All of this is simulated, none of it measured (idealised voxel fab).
Process module, titled voxel self aligned contacts
Square cells of 5 nm make up the cross-section cut, whose width is 260 nm.
The cross-sections in this document take the form of a grid made of square cells. They are written out as bands, in order from top to bottom. Each band consists of one or more rows of cells. Look at the band entry: it leads with the top's height and the bottom's height in nm. Then it lists the materials left to right, with a width in nm for each. The word "full width" on a single material says that material fills the band edge to edge. The word "air" is empty space. All heights in this document are referenced to 0, defined as the level beneath which the wafer, as received, consists entirely of one material. The lowest band is not bounded below; it extends indefinitely downward and is written in the form "0 -> down". Width spec "30..40" -> top row of cells at first value, bottom row at second value, equal per-row change in between. When a step is marked "no change", none of the cells in the cross-section changed during that step. Sealed cavities: empty space of 8 cells or more with no open way to the top, each as width x height at its distance from the left edge, in nm. after a step's settings: what the simulator itself notes on the step. Each step line may optionally specify "overlay nm", which for a step with a mask gives the rightward distance between the mask's planned place and where it lay, a negative value indicating the leftward direction.

## The following list gives the planned process steps
- 1: RECEIVE, material Si
- 2: CONFORMAL_DEP, material SiO2, thk nm 5
- 3: DIRECTIONAL_DEP, material polySi, thk nm 30
- 4: DIRECTIONAL_DEP, material SiN, thk nm 25
- 5: MASKED_ETCH, tone cover, mask id GATE, width nm 30, pitch nm 75, etch materials SiN, depth nm 25, overlay nm 0
- 6: MASKED_ETCH, tone cover, mask id GATE, width nm 30, pitch nm 75, etch materials polySi, depth nm 30, overlay nm 0
- 7: CONFORMAL_DEP, material SiN, thk nm 10
- 8: DIRECTIONAL_ETCH, etch materials SiN, depth nm 10
- 9: FILL_DEP, material SiO2, thk nm 15
- 10: CMP, height nm 65
- 11: MASKED_ETCH, tone open, mask id CONTACT, width nm 55, etch materials SiO2, depth nm 65, overlay nm 0
- 12: CONFORMAL_DEP, material TiN, thk nm 5
- 13: FILL_DEP, material W, thk nm 5
- 14: CMP, height nm 65
- 15: CONFORMAL_DEP, material SiN, thk nm 5

## Incoming wafer, cross-sectional view, post step 1
* 0 -> down  Si full width
* Sealed cavities: none

## The plan above was carried out on the starting structure above with one mistake, and this cross-section shows the wafer at the end of the module
* 70 -> 65  SiN full width
* 65 -> 60  SiO2: 100; TiN: 20; W: 15; TiN: 20; SiO2: 105
* 60 -> 35  SiO2: 65; SiN: 50; TiN: 5; W: 15; TiN: 5; SiN: 50; SiO2: 70
* 35 -> 20  SiO2: 65; SiN: 10; polySi: 30; SiN: 10; TiN: 5; W: 15; TiN: 5; SiN: 10; polySi: 30; SiN: 10; SiO2: 70
* 20 -> 15  SiO2: 65; SiN: 10; polySi: 30; SiN: 10; TiN: 25; SiN: 10; polySi: 30; SiN: 10; SiO2: 70
* 15 -> 5  polySi full width
* 5 -> 0  SiO2 full width
* 0 -> down  Si full width
* Sealed cavities: none
What broke from the plan during processing? step 6, actual vs plan mismatch, actual run MASKED_ETCH, tone cover, mask id GATE, width nm 30, pitch nm 75, etch materials polySi, depth nm 20, overlay nm 0
